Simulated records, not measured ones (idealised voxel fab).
Name of the process module below: voxel lift off
Cross-section cut spans 245 nm and uses square cells 5 nm in size.
Notation: cross-section as square-cell grid; stated in bands, top first, going down; one or more cell rows per band.
A band entry consists of two parts. The first gives the height of the band's top and the height of its bottom, in nm. The rest lists the band's materials from left to right, each with its width in nm. A single material labelled with the word "all across" fills the band from edge to edge, and the word "empty" marks empty space.
Basically, 0 is our baseline, since under it the wafer straight out of the box is all one material. The bottom band has no lower end and keeps on going down, so it looks like "0 down".
A two-number width, for instance "30->40", indicates that the width is equal to the first number in the top row of the band and to the second number in the bottom row, and that it changes by a constant amount per row of cells.
You'll sometimes find "no change" written for a step, and that's the way of saying that nowhere in the cross-section did a cell change during that step.
Closed empty spaces (no open way to the top) of 8 cells or more are what "Closed cavities" lists, each as width x height at distance from the left edge, nm for all three.
Text after the settings on a step's line: the simulator's own remark on that step.
"overlay nm" answers the question of how far to the right of plan the mask lay on a step that has a mask, and when it is negative the answer is to the left.

### Intended process steps
1 RECEIVE: material Si
2 CONFORMAL_DEP: material SiO2, thk nm 5
3 PATTERN: tone open, mask id LINES, material resist, width nm 30, pitch nm 55, thk nm 20, overlay nm 0
4 DIRECTIONAL_DEP: material Ru, thk nm 10
5 STRIP: etch materials resist
6 CONFORMAL_DEP: material SiO2, thk nm 5

### First wafer out of two, processed as planned

### This is the cross-section of the wafer as we received it, i.e. after step 1
    0 down | Si all across
    Closed cavities: none

### The wafer, seen in cross-section, after step 2
    5 to 0 | SiO2 all across
    Anything lower than 0 is untouched.

### The wafer, seen in cross-section, after step 3
    25 to 5 | 80 nm resist / 30 nm empty / 25 nm resist / 30 nm empty / 80 nm resist
    Anything lower than 5 is untouched.

### The wafer, seen in cross-section, after step 4
    35 to 25 | 80 nm Ru / 30 nm empty / 25 nm Ru / 30 nm empty / 80 nm Ru
    25 to 15 | 80 nm resist / 30 nm empty / 25 nm resist / 30 nm empty / 80 nm resist
    15 to 5 | 80 nm resist / 30 nm Ru / 25 nm resist / 30 nm Ru / 80 nm resist
    Anything lower than 5 is untouched.

### The wafer, seen in cross-section, after step 5
    15 to 5 | 80 nm empty / 30 nm Ru / 25 nm empty / 30 nm Ru / 80 nm empty
    Anything lower than 5 is untouched.

### The wafer, seen in cross-section, after step 6
    20 to 15 | 75 nm empty / 40 nm SiO2 / 15 nm empty / 40 nm SiO2 / 75 nm empty
    15 to 10 | 75 nm empty / 5 nm SiO2 / 30 nm Ru / 5 nm SiO2 / 15 nm empty / 5 nm SiO2 / 30 nm Ru / 5 nm SiO2 / 75 nm empty
    10 to 5 | 80 nm SiO2 / 30 nm Ru / 25 nm SiO2 / 30 nm Ru / 80 nm SiO2
    Anything lower than 5 is untouched.

### It is to be noted that the second wafer proceeded from the same initial state and according to the same plan as the first, although one mistake was committed in its execution; through step 2, inclusive, the two wafers share an identical history

### Cross-section of the second wafer corresponding to the planned conclusion of step 3
    25 to 5 | 90 nm resist / 30 nm empty / 25 nm resist / 30 nm empty / 70 nm resist
    Anything lower than 5 is untouched.

### Cross-section of the second wafer corresponding to the planned conclusion of step 4
    35 to 25 | 90 nm Ru / 30 nm empty / 25 nm Ru / 30 nm empty / 70 nm Ru
    25 to 15 | 90 nm resist / 30 nm empty / 25 nm resist / 30 nm empty / 70 nm resist
    15 to 5 | 90 nm resist / 30 nm Ru / 25 nm resist / 30 nm Ru / 70 nm resist
    Anything lower than 5 is untouched.

### Cross-section of the second wafer corresponding to the planned conclusion of step 5
    15 to 5 | 90 nm empty / 30 nm Ru / 25 nm empty / 30 nm Ru / 70 nm empty
    Anything lower than 5 is untouched.

### Cross-section of the second wafer corresponding to the planned conclusion of step 6
    20 to 15 | 85 nm empty / 40 nm SiO2 / 15 nm empty / 40 nm SiO2 / 65 nm empty
    15 to 10 | 85 nm empty / 5 nm SiO2 / 30 nm Ru / 5 nm SiO2 / 15 nm empty / 5 nm SiO2 / 30 nm Ru / 5 nm SiO2 / 65 nm empty
    10 to 5 | 90 nm SiO2 / 30 nm Ru / 25 nm SiO2 / 30 nm Ru / 70 nm SiO2
    Anything lower than 5 is untouched.
The plan and the run diverged here: step 3 was not run as planned; what actually ran was PATTERN: tone open, mask id LINES, material resist, width nm 30, pitch nm 55, thk nm 20, overlay nm 10
at the end the second wafer has, in cells: as many of each material as the first, in other places
